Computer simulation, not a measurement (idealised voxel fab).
Herein follows the process module entitled voxel local oxidation.
Cross-section cut: width 295 nm, square cells of 5 nm.
A cross-section is a grid of square cells, given in bands from the top down. A band is one or more rows of cells. Quick guide to a band line: top height, bottom height (nm) up front; then every material left to right with its width in nm. Only one material and it's marked "throughout"? Then it fills the band edge to edge. And "air" just means empty space. Heights are expressed relative to 0, this being the level below which the as-received wafer comprises one material exclusively. The lowest band is unbounded in the downward direction and is denoted as in "0 nm and below". Top row gets the first number, bottom row gets the second, and each row in between changes by the same step: that is how a band width like "30..40" works. No cell of the cross-section changed in a step that is given as "everything unchanged". Entry "Closed-off voids". Content: empty spaces with no open connection to the top, size 8 cells or greater. Each: width x height at distance. Distance: from left edge. Unit: nm. Formally, on a step line, whatever follows the settings is a remark that the simulator itself makes on the step. Regarding "overlay nm": on a step with a mask, it is the distance the mask lay to the right of its planned place; a negative value places it to the left.
# So here's the lineup of process steps we planned
- 1: RECEIVE | material Si
- 2: CONFORMAL_DEP | material SiO2 | thk nm 5
- 3: CONFORMAL_DEP | material SiN | thk nm 15
- 4: MASKED_ETCH | tone cover | mask id ACTIVE | width nm 100 | etch materials SiN | depth nm 15 | overlay nm 0
- 5: SELECTIVE_ETCH | etch materials SiO2 | depth nm 5
- 6: OXIDIZE | depth nm 10
- 7: STRIP | etch materials SiN
# This is the cross-section of the wafer as we received it, i.e. after step 1
    0 nm and below = Si throughout
    Closed-off voids: none
# Looking at the first of two wafers in cross-section at end of module - ran to plan
    5 nm to 0 nm = air (100), SiO2 (90), air (105)
    0 nm to -10 nm = SiO2 (110), Si (70), SiO2 (115)
    -10 nm and below = Si throughout
    Closed-off voids: none
# Cross-sectional view: second of two wafers, end of module; start and plan identical to the first, one mistake in running
    5 nm to 0 nm = SiO2 (90), air (110), SiO2 (95)
    0 nm to -10 nm = Si (80), SiO2 (130), Si (85)
    -10 nm and below = Si throughout
    Closed-off voids: none
Deviation from plan: contrary to plan, step 4 was performed as MASKED_ETCH | tone open | mask id ACTIVE | width nm 100 | etch materials SiN | depth nm 15 | overlay nm 0
at the end the second wafer has, in cells: Si +38, SiO2 -19
